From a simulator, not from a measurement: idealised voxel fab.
Title: Process Module voxel capacitor over wiring
Section cut is 240 nm wide and gridded with 5 nm square cells.
Reading order for cross-sections: top band down to bottom band. Underlying form: a grid of square cells. Band size: one or more rows of cells.
Band: top height; bottom height; in nm. Then, left to right: material with width in nm, for each material. "throughout": a single material spanning edge to edge. "empty": empty space.
The level at which height equals 0 is the one under which the wafer, as it arrives, is entirely one material. No lower edge exists for the bottom band, which continues downward and is notated as in "top 0, no bottom".
Width: "30..40" (first number = top row, second number = bottom row, same change from row to row of cells).
Reading "no alterations made" for a step: not a cell of the cross-section changed in it.
Under "Closed void listing" you'll find the enclosed gaps, the ones with no way out to the top, that are 8 cells or bigger; each reads width x height at distance, with distance counted from the left edge, everything in nm.
Step line, after settings: the simulator's comment on this step.
What "overlay nm" on a step's line means: if the step has a mask, that mask lay this far to the right of its planned place, or, when the value is negative, to the left.
**Here's what the planned process steps look like**
- 1: RECEIVE: material Si
- 2: CONFORMAL_DEP: material SiO2, thk nm 10
- 3: CONFORMAL_DEP: material SiN, thk nm 5
- 4: DIRECTIONAL_DEP: material lowk, thk nm 25
- 5: MASKED_ETCH: tone open, mask id METAL_1, width nm 20, pitch nm 80, etch materials lowk, depth nm 25, overlay nm 0
- 6: MASKED_ETCH: tone open, mask id METAL_1, width nm 20, pitch nm 80, etch materials SiN, depth nm 5, overlay nm 0
- 7: CONFORMAL_DEP: material TiN, thk nm 5
- 8: FILL_DEP: material Cu, thk nm 5
- 9: CMP: height nm 40
- 10: EPI: material Ru, thk nm 5
- 11: FILL_DEP: material SiCN, thk nm 5
- 12: DIRECTIONAL_DEP: material SiO2, thk nm 10
- 13: PATTERN: tone open, mask id PLUG_1, material resist, width nm 15, thk nm 15, overlay nm 0
- 14: DIRECTIONAL_ETCH: etch materials SiO2, depth nm 10
- 15: DIRECTIONAL_ETCH: etch materials SiCN, depth nm 5
- 16: STRIP: etch materials resist
- 17: CONFORMAL_DEP: material TiN, thk nm 5
- 18: FILL_DEP: material Ru, thk nm 5
- 19: CMP: height nm 60
- 20: DIRECTIONAL_DEP: material TiN, thk nm 5
- 21: DIRECTIONAL_DEP: material HfO2, thk nm 5
- 22: DIRECTIONAL_DEP: material TiN, thk nm 10
- 23: MASKED_ETCH: tone cover, mask id UPPER_PLATE, width nm 65, etch materials TiN, depth nm 10, overlay nm 0
- 24: MASKED_ETCH: tone cover, mask id UPPER_PLATE, width nm 65, etch materials HfO2, depth nm 5, overlay nm 0
- 25: MASKED_ETCH: tone cover, mask id LOWER_PLATE, width nm 75, etch materials TiN, depth nm 5, overlay nm 0
- 26: FILL_DEP: material SiO2, thk nm 20
- 27: CMP: height nm 95
- 28: PATTERN: tone open, mask id PLUG_2, material resist, width nm 15, thk nm 20, overlay nm 0
- 29: DIRECTIONAL_ETCH: etch materials SiO2, depth nm 15
- 30: STRIP: etch materials resist
- 31: CONFORMAL_DEP: material TiN, thk nm 5
- 32: FILL_DEP: material Cu, thk nm 5
- 33: CMP: height nm 95
- 34: CONFORMAL_DEP: material SiCN, thk nm 5
**Cross-section of the wafer at receipt, which is the condition after step 1**
top 0, no bottom = Si throughout
Closed void listing: none
**End-of-module XS, first of two wafers, run as planned**
top 100, bottom 95 = SiCN throughout
top 95, bottom 85 = SiO2: 85, TiN: 5, Cu: 5, TiN: 5, SiO2: 140
top 85, bottom 80 = SiO2: 85, TiN: 15, SiO2: 140
top 80, bottom 70 = SiO2: 75, TiN: 65, SiO2: 100
top 70, bottom 65 = SiO2: 75, HfO2: 65, SiO2: 100
top 65, bottom 60 = SiO2: 70, TiN: 75, SiO2: 95
top 60, bottom 50 = SiO2: 75, TiN: 5, Ru: 5, TiN: 5, SiO2: 150
top 50, bottom 45 = SiCN: 75, TiN: 15, SiCN: 150
top 45, bottom 40 = SiCN: 65, Ru: 30, SiCN: 50, Ru: 30, SiCN: 65
top 40, bottom 15 = lowk: 70, TiN: 5, Cu: 10, TiN: 5, lowk: 60, TiN: 5, Cu: 10, TiN: 5, lowk: 70
top 15, bottom 10 = SiN: 70, TiN: 20, SiN: 60, TiN: 20, SiN: 70
top 10, bottom 0 = SiO2 throughout
top 0, no bottom = Si throughout
Closed void listing: none
**End-of-module cross-section of the second wafer: identical starting point and process plan to the first, with one processing mistake**
top 100, bottom 95 = SiCN throughout
top 95, bottom 85 = SiO2: 85, TiN: 5, Cu: 5, TiN: 5, SiO2: 140
top 85, bottom 80 = SiO2: 85, TiN: 15, SiO2: 140
top 80, bottom 70 = SiO2: 75, TiN: 65, SiO2: 100
top 70, bottom 65 = SiO2: 75, HfO2: 65, SiO2: 100
top 65, bottom 60 = SiO2: 70, TiN: 75, SiO2: 95
top 60, bottom 50 = SiO2: 75, TiN: 5, Ru: 5, TiN: 5, SiO2: 150
top 50, bottom 45 = SiCN: 75, TiN: 15, SiCN: 150
top 45, bottom 40 = SiCN: 60, Ru: 30, SiCN: 50, Ru: 30, SiCN: 70
top 40, bottom 20 = lowk: 65, TiN: 5, Cu: 10, TiN: 5, lowk: 60, TiN: 5, Cu: 10, TiN: 5, lowk: 75
top 20, bottom 15 = lowk: 65, TiN: 10, Cu: 5, TiN: 5, lowk: 60, TiN: 10, Cu: 5, TiN: 5, lowk: 75
top 15, bottom 10 = SiN: 70, TiN: 15, SiN: 65, TiN: 15, SiN: 75
top 10, bottom 0 = SiO2 throughout
top 0, no bottom = Si throughout
Closed void listing: none
Processing error: step 5 did not happen as planned, as run it was MASKED_ETCH: tone open, mask id METAL_1, width nm 20, pitch nm 80, etch materials lowk, depth nm 25, overlay nm -5
The final cell counts differ between the wafers, with the second having more or fewer of some materials than the first: Cu: 2 fewer; SiN: 2 more
